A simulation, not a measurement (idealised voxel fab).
process module | voxel capacitor over wiring
cross-section cut | 300 nm wide | cells 5 nm
A cross-section is a grid of square cells, given in bands from the top down. A band is one or more rows of cells.
Each band's line starts with the height of the band's top and of its bottom, in nm. Then come its materials from left to right, each with its width in nm. One material with "throughout" fills the band from edge to edge. "air" is empty space.
Height 0 is the level under which the wafer as received is all one material. The lowest band goes on downwards, as in "0 down".
A width such as "30 to 40" changes by the same amount from each row of cells to the next, from the band's top row to its bottom row.
"no change" after a step means that no cell of the cross-section changed.
closed voids: empty space of 8 cells or more with no open way to the top, each as width x height at its distance from the left edge, in nm
after a step's settings: what the simulator itself notes on the step
overlay nm, on a step with a mask: how far to the right of its planned place the mask lay; to the left if negative
plan
1 op RECEIVE | material Si
2 op CONFORMAL_DEP | material SiO2 | thk nm 15
3 op CONFORMAL_DEP | material SiCN | thk nm 5
4 op DIRECTIONAL_DEP | material SiO2 | thk nm 20
5 op DIRECTIONAL_DEP | material aC | thk nm 15
6 op PATTERN | tone open | mask id METAL_1 | material resist | width nm 25 | pitch nm 80 | thk nm 30 | overlay nm 0
7 op DIRECTIONAL_ETCH | etch materials aC | depth nm 15
8 op STRIP | etch materials resist
9 op DIRECTIONAL_ETCH | etch materials SiO2 | depth nm 20
10 op DIRECTIONAL_ETCH | etch materials SiCN | depth nm 5
11 op STRIP | etch materials aC
12 op CONFORMAL_DEP | material TiN | thk nm 5
13 op FILL_DEP | material W | thk nm 5
14 op CMP | height nm 40
15 op CONFORMAL_DEP | material SiCN | thk nm 5
16 op DIRECTIONAL_DEP | material SiO2 | thk nm 10
17 op PATTERN | tone open | mask id PLUG_1 | material resist | width nm 15 | thk nm 20 | overlay nm 0
18 op DIRECTIONAL_ETCH | etch materials SiO2 | depth nm 10
19 op DIRECTIONAL_ETCH | etch materials SiCN | depth nm 5
20 op STRIP | etch materials resist
21 op CONFORMAL_DEP | material TiN | thk nm 5
22 op FILL_DEP | material Ru | thk nm 10
23 op CMP | height nm 55
24 op DIRECTIONAL_DEP | material TiN | thk nm 5
25 op DIRECTIONAL_DEP | material HfO2 | thk nm 5
26 op DIRECTIONAL_DEP | material TiN | thk nm 5
27 op MASKED_ETCH | tone cover | mask id UPPER_PLATE | width nm 60 | etch materials TiN | depth nm 5 | overlay nm 0
28 op MASKED_ETCH | tone cover | mask id UPPER_PLATE | width nm 60 | etch materials HfO2 | depth nm 5 | overlay nm 0
29 op MASKED_ETCH | tone cover | mask id LOWER_PLATE | width nm 70 | etch materials TiN | depth nm 5 | overlay nm 0
30 op FILL_DEP | material SiO2 | thk nm 20
31 op CMP | height nm 85
32 op MASKED_ETCH | tone open | mask id PLUG_2 | width nm 15 | etch materials SiO2 | depth nm 15 | overlay nm 0
33 op CONFORMAL_DEP | material TiN | thk nm 5
34 op FILL_DEP | material Ru | thk nm 5
35 op CMP | height nm 85
36 op CONFORMAL_DEP | material SiCN | thk nm 5
first wafer, as planned
as received, after step 1
  0 down: Si throughout
  closed voids: none
after step 2
  15 to 0: SiO2 throughout
  below 0: unchanged
after step 3
  20 to 15: SiCN throughout
  below 15: unchanged
after step 4
  40 to 20: SiO2 throughout
  below 20: unchanged
after step 5
  55 to 40: aC throughout
  below 40: unchanged
after step 6
  85 to 55: resist 95 | air 25 | resist 55 | air 25 | resist 100
  below 55: unchanged
after step 7
  70 to 55: resist 95 | air 25 | resist 55 | air 25 | resist 100
  55 to 40: aC 95 | air 25 | aC 55 | air 25 | aC 100
  below 40: unchanged
after step 8
  55 to 40: aC 95 | air 25 | aC 55 | air 25 | aC 100
  below 40: unchanged
after step 9
  55 to 40: aC 95 | air 25 | aC 55 | air 25 | aC 100
  40 to 20: SiO2 95 | air 25 | SiO2 55 | air 25 | SiO2 100
  below 20: unchanged
after step 10
  55 to 40: aC 95 | air 25 | aC 55 | air 25 | aC 100
  40 to 20: SiO2 95 | air 25 | SiO2 55 | air 25 | SiO2 100
  20 to 15: SiCN 95 | air 25 | SiCN 55 | air 25 | SiCN 100
  below 15: unchanged
after step 11
  40 to 20: SiO2 95 | air 25 | SiO2 55 | air 25 | SiO2 100
  below 20: unchanged
after step 12
  45 to 40: TiN 100 | air 15 | TiN 65 | air 15 | TiN 105
  40 to 20: SiO2 95 | TiN 5 | air 15 | TiN 5 | SiO2 55 | TiN 5 | air 15 | TiN 5 | SiO2 100
  20 to 15: SiCN 95 | TiN 25 | SiCN 55 | TiN 25 | SiCN 100
  below 15: unchanged
after step 13
  50 to 45: W throughout
  45 to 40: TiN 100 | W 15 | TiN 65 | W 15 | TiN 105
  40 to 20: SiO2 95 | TiN 5 | W 15 | TiN 5 | SiO2 55 | TiN 5 | W 15 | TiN 5 | SiO2 100
  below 20: unchanged
after step 14
  40 to 20: SiO2 95 | TiN 5 | W 15 | TiN 5 | SiO2 55 | TiN 5 | W 15 | TiN 5 | SiO2 100
  below 20: unchanged
after step 15
  45 to 40: SiCN throughout
  below 40: unchanged
after step 16
  55 to 45: SiO2 throughout
  below 45: unchanged
after step 17
  75 to 55: resist 105 | air 15 | resist 180
  below 55: unchanged
after step 18
  75 to 55: resist 105 | air 15 | resist 180
  55 to 45: SiO2 105 | air 15 | SiO2 180
  below 45: unchanged
after step 19
  75 to 55: resist 105 | air 15 | resist 180
  55 to 45: SiO2 105 | air 15 | SiO2 180
  45 to 40: SiCN 105 | air 15 | SiCN 180
  below 40: unchanged
after step 20
  55 to 45: SiO2 105 | air 15 | SiO2 180
  below 45: unchanged
after step 21
  60 to 55: TiN 110 | air 5 | TiN 185
  55 to 45: SiO2 105 | TiN 5 | air 5 | TiN 5 | SiO2 180
  45 to 40: SiCN 105 | TiN 15 | SiCN 180
  below 40: unchanged
after step 22
  70 to 60: Ru throughout
  60 to 55: TiN 110 | Ru 5 | TiN 185
  55 to 45: SiO2 105 | TiN 5 | Ru 5 | TiN 5 | SiO2 180
  below 45: unchanged
after step 23
  55 to 45: SiO2 105 | TiN 5 | Ru 5 | TiN 5 | SiO2 180
  below 45: unchanged
after step 24
  60 to 55: TiN throughout
  below 55: unchanged
after step 25
  65 to 60: HfO2 throughout
  below 60: unchanged
after step 26
  70 to 65: TiN throughout
  below 65: unchanged
after step 27
  70 to 65: air 105 | TiN 60 | air 135
  below 65: unchanged
after step 28
  70 to 65: air 105 | TiN 60 | air 135
  65 to 60: air 105 | HfO2 60 | air 135
  below 60: unchanged
after step 29
  70 to 65: air 105 | TiN 60 | air 135
  65 to 60: air 105 | HfO2 60 | air 135
  60 to 55: air 100 | TiN 70 | air 130
  below 55: unchanged
after step 30
  90 to 70: SiO2 throughout
  70 to 65: SiO2 105 | TiN 60 | SiO2 135
  65 to 60: SiO2 105 | HfO2 60 | SiO2 135
  60 to 55: SiO2 100 | TiN 70 | SiO2 130
  below 55: unchanged
after step 31
  85 to 70: SiO2 throughout
  below 70: unchanged
after step 32
  85 to 70: SiO2 115 | air 15 | SiO2 170
  below 70: unchanged
after step 33
  90 to 85: TiN 120 | air 5 | TiN 175
  85 to 75: SiO2 115 | TiN 5 | air 5 | TiN 5 | SiO2 170
  75 to 65: SiO2 115 to 105 | TiN 15 to 60 | SiO2 170 to 135
  below 65: unchanged
after step 34
  95 to 90: Ru throughout
  90 to 85: TiN 120 | Ru 5 | TiN 175
  85 to 75: SiO2 115 | TiN 5 | Ru 5 | TiN 5 | SiO2 170
  below 75: unchanged
after step 35
  85 to 75: SiO2 115 | TiN 5 | Ru 5 | TiN 5 | SiO2 170
  below 75: unchanged
after step 36
  90 to 85: SiCN throughout
  below 85: unchanged
second wafer: like start, like plan, one mistake. Through step 5 it matches the first wafer
when step 6 should have ended
  85 to 55: air 95 | resist 25 | air 55 | resist 25 | air 100
  below 55: unchanged
when step 7 should have ended
  70 to 55: air 95 | resist 25 | air 55 | resist 25 | air 100
  55 to 40: air 95 | aC 25 | air 55 | aC 25 | air 100
  below 40: unchanged
when step 8 should have ended
  55 to 40: air 95 | aC 25 | air 55 | aC 25 | air 100
  below 40: unchanged
when step 9 should have ended
  55 to 40: air 95 | aC 25 | air 55 | aC 25 | air 100
  40 to 20: air 95 | SiO2 25 | air 55 | SiO2 25 | air 100
  below 20: unchanged
when step 10 should have ended
  55 to 40: air 95 | aC 25 | air 55 | aC 25 | air 100
  40 to 20: air 95 | SiO2 25 | air 55 | SiO2 25 | air 100
  20 to 15: air 95 | SiCN 25 | air 55 | SiCN 25 | air 100
  below 15: unchanged
when step 11 should have ended
  40 to 20: air 95 | SiO2 25 | air 55 | SiO2 25 | air 100
  below 20: unchanged
when step 12 should have ended
  45 to 40: air 90 | TiN 35 | air 45 | TiN 35 | air 95
  40 to 20: air 90 | TiN 5 | SiO2 25 | TiN 5 | air 45 | TiN 5 | SiO2 25 | TiN 5 | air 95
  20 to 15: TiN 95 | SiCN 25 | TiN 55 | SiCN 25 | TiN 100
  below 15: unchanged
when step 13 should have ended
  50 to 45: W throughout
  45 to 40: W 90 | TiN 35 | W 45 | TiN 35 | W 95
  40 to 20: W 90 | TiN 5 | SiO2 25 | TiN 5 | W 45 | TiN 5 | SiO2 25 | TiN 5 | W 95
  below 20: unchanged
when step 14 should have ended
  40 to 20: W 90 | TiN 5 | SiO2 25 | TiN 5 | W 45 | TiN 5 | SiO2 25 | TiN 5 | W 95
  below 20: unchanged
when step 15 should have ended
  45 to 40: SiCN throughout
  below 40: unchanged
when step 16 should have ended
  55 to 45: SiO2 throughout
  below 45: unchanged
when step 17 should have ended
  75 to 55: resist 105 | air 15 | resist 180
  below 55: unchanged
when step 18 should have ended
  75 to 55: resist 105 | air 15 | resist 180
  55 to 45: SiO2 105 | air 15 | SiO2 180
  below 45: unchanged
when step 19 should have ended
  75 to 55: resist 105 | air 15 | resist 180
  55 to 45: SiO2 105 | air 15 | SiO2 180
  45 to 40: SiCN 105 | air 15 | SiCN 180
  below 40: unchanged
when step 20 should have ended
  55 to 45: SiO2 105 | air 15 | SiO2 180
  below 45: unchanged
when step 21 should have ended
  60 to 55: TiN 110 | air 5 | TiN 185
  55 to 45: SiO2 105 | TiN 5 | air 5 | TiN 5 | SiO2 180
  45 to 40: SiCN 105 | TiN 15 | SiCN 180
  below 40: unchanged
when step 22 should have ended
  70 to 60: Ru throughout
  60 to 55: TiN 110 | Ru 5 | TiN 185
  55 to 45: SiO2 105 | TiN 5 | Ru 5 | TiN 5 | SiO2 180
  below 45: unchanged
when step 23 should have ended
  55 to 45: SiO2 105 | TiN 5 | Ru 5 | TiN 5 | SiO2 180
  below 45: unchanged
when step 24 should have ended
  60 to 55: TiN throughout
  below 55: unchanged
when step 25 should have ended
  65 to 60: HfO2 throughout
  below 60: unchanged
when step 26 should have ended
  70 to 65: TiN throughout
  below 65: unchanged
when step 27 should have ended
  70 to 65: air 105 | TiN 60 | air 135
  below 65: unchanged
when step 28 should have ended
  70 to 65: air 105 | TiN 60 | air 135
  65 to 60: air 105 | HfO2 60 | air 135
  below 60: unchanged
when step 29 should have ended
  70 to 65: air 105 | TiN 60 | air 135
  65 to 60: air 105 | HfO2 60 | air 135
  60 to 55: air 100 | TiN 70 | air 130
  below 55: unchanged
when step 30 should have ended
  90 to 70: SiO2 throughout
  70 to 65: SiO2 105 | TiN 60 | SiO2 135
  65 to 60: SiO2 105 | HfO2 60 | SiO2 135
  60 to 55: SiO2 100 | TiN 70 | SiO2 130
  below 55: unchanged
when step 31 should have ended
  85 to 70: SiO2 throughout
  below 70: unchanged
when step 32 should have ended
  85 to 70: SiO2 115 | air 15 | SiO2 170
  below 70: unchanged
when step 33 should have ended
  90 to 85: TiN 120 | air 5 | TiN 175
  85 to 75: SiO2 115 | TiN 5 | air 5 | TiN 5 | SiO2 170
  75 to 65: SiO2 115 to 105 | TiN 15 to 60 | SiO2 170 to 135
  below 65: unchanged
when step 34 should have ended
  95 to 90: Ru throughout
  90 to 85: TiN 120 | Ru 5 | TiN 175
  85 to 75: SiO2 115 | TiN 5 | Ru 5 | TiN 5 | SiO2 170
  below 75: unchanged
when step 35 should have ended
  85 to 75: SiO2 115 | TiN 5 | Ru 5 | TiN 5 | SiO2 170
  below 75: unchanged
when step 36 should have ended
  90 to 85: SiCN throughout
  below 85: unchanged
what went wrong: step 6 ran as: op PATTERN | tone cover | mask id METAL_1 | material resist | width nm 25 | pitch nm 80 | thk nm 30 | overlay nm 0
at the end the second wafer has, in cells: 40 fewer of SiCN | 160 fewer of SiO2 | 40 more of TiN | 160 more of W
